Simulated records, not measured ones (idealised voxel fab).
process module | voxel transistor to metal
cross-section cut | 170 nm wide | cells 5 nm
A cross-section is a grid of square cells, given in bands from the top down. A band is one or more rows of cells.
Each band's line starts with the height of the band's top and of its bottom, in nm. Then come its materials from left to right, each with its width in nm. One material with "throughout" fills the band from edge to edge. "air" is empty space.
Height 0 is the level under which the wafer as received is all one material. The lowest band goes on downwards, as in "0 down".
A width such as "30 to 40" changes by the same amount from each row of cells to the next, from the band's top row to its bottom row.
"no change" after a step means that no cell of the cross-section changed.
closed voids: empty space of 8 cells or more with no open way to the top, each as width x height at its distance from the left edge, in nm
after a step's settings: what the simulator itself notes on the step
overlay nm, on a step with a mask: how far to the right of its planned place the mask lay; to the left if negative
plan
1 op RECEIVE | material Si
2 op OXIDIZE | depth nm 5
3 op CONFORMAL_DEP | material SiN | thk nm 15
4 op PATTERN | tone cover | mask id ACTIVE | material resist | width nm 95 | thk nm 15 | overlay nm 0
5 op DIRECTIONAL_ETCH | etch materials SiN | depth nm 15
6 op DIRECTIONAL_ETCH | etch materials SiO2 | depth nm 5
7 op DIRECTIONAL_ETCH | etch materials Si | depth nm 25
8 op STRIP | etch materials resist
9 op OXIDIZE | depth nm 5
10 op FILL_DEP | material SiO2 | thk nm 10
11 op CMP | height nm 15
12 op SELECTIVE_ETCH | etch materials SiO2 | depth nm 15
13 op STRIP | etch materials SiN
14 op SELECTIVE_ETCH | etch materials SiO2 | depth nm 5
15 op OXIDIZE | depth nm 5
16 op DIRECTIONAL_DEP | material polySi | thk nm 30
17 op DIRECTIONAL_DEP | material SiCN | thk nm 10
18 op MASKED_ETCH | tone cover | mask id GATE | width nm 25 | etch materials SiCN | depth nm 20 | overlay nm 0
19 op MASKED_ETCH | tone cover | mask id GATE | width nm 25 | etch materials polySi | depth nm 40 | overlay nm 0
20 op CONFORMAL_DEP | material SiN | thk nm 10
21 op DIRECTIONAL_ETCH | etch materials SiN | depth nm 10
22 op DIRECTIONAL_ETCH | etch materials SiO2 | depth nm 5
23 op EPI | material nSi | thk nm 5
24 op FILL_DEP | material SiO2 | thk nm 5
25 op CMP | height nm 35
26 op DIRECTIONAL_DEP | material SiO2 | thk nm 15
27 op PATTERN | tone open | mask id CONTACT | material resist | width nm 25 | pitch nm 60 | thk nm 15 | overlay nm 0
28 op DIRECTIONAL_ETCH | etch materials SiO2 | depth nm 55
29 op STRIP | etch materials resist
30 op CONFORMAL_DEP | material TiN | thk nm 5
31 op FILL_DEP | material Ru | thk nm 5
32 op CMP | height nm 50
33 op CONFORMAL_DEP | material SiN | thk nm 5
34 op DIRECTIONAL_DEP | material SiO2 | thk nm 20
35 op PATTERN | tone open | mask id METAL_1 | material resist | width nm 15 | pitch nm 70 | thk nm 15 | overlay nm 0
36 op DIRECTIONAL_ETCH | etch materials SiO2 | depth nm 20
37 op DIRECTIONAL_ETCH | etch materials SiN | depth nm 5
38 op STRIP | etch materials resist
39 op CONFORMAL_DEP | material TiN | thk nm 5
40 op FILL_DEP | material Ru | thk nm 10
41 op CMP | height nm 75
42 op CONFORMAL_DEP | material SiN | thk nm 5
as received, after step 1
  0 down: Si throughout
  closed voids: none
a wafer at the end: this start, this plan, one mistake
  80 to 75: SiN throughout
  75 to 55: Ru 35 | TiN 5 | SiO2 15 | TiN 5 | Ru 45 | TiN 5 | SiO2 15 | TiN 5 | Ru 40
  55 to 50: TiN 40 | SiN 15 | TiN 55 | SiN 15 | TiN 45
  50 to 40: SiO2 40 | TiN 5 | Ru 15 | TiN 5 | SiO2 35 | TiN 5 | Ru 15 | TiN 5 | SiO2 45
  40 to 35: SiO2 40 | TiN 5 | Ru 10 | TiN 10 | SiO2 35 | TiN 10 | Ru 10 | TiN 5 | SiO2 45
  35 to 25: SiO2 40 | TiN 5 | Ru 10 | TiN 5 | SiN 10 | SiCN 25 | SiN 10 | TiN 5 | Ru 10 | TiN 5 | SiO2 45
  25 to 0: SiO2 40 | TiN 5 | Ru 10 | TiN 5 | SiN 10 | polySi 25 | SiN 10 | TiN 5 | Ru 10 | TiN 5 | SiO2 45
  0 to -5: SiO2 40 | TiN 20 | SiN 10 | polySi 25 | SiN 10 | TiN 20 | SiO2 45
  -5 to -10: SiO2 35 | nSi 25 | SiO2 45 | nSi 25 | SiO2 40
  -10 to -35: SiO2 40 | Si 85 | SiO2 45
  -35 down: Si throughout
  closed voids: none
what went wrong: step 35 ran as: op PATTERN | tone cover | mask id METAL_1 | material resist | width nm 15 | pitch nm 70 | thk nm 15 | overlay nm 0
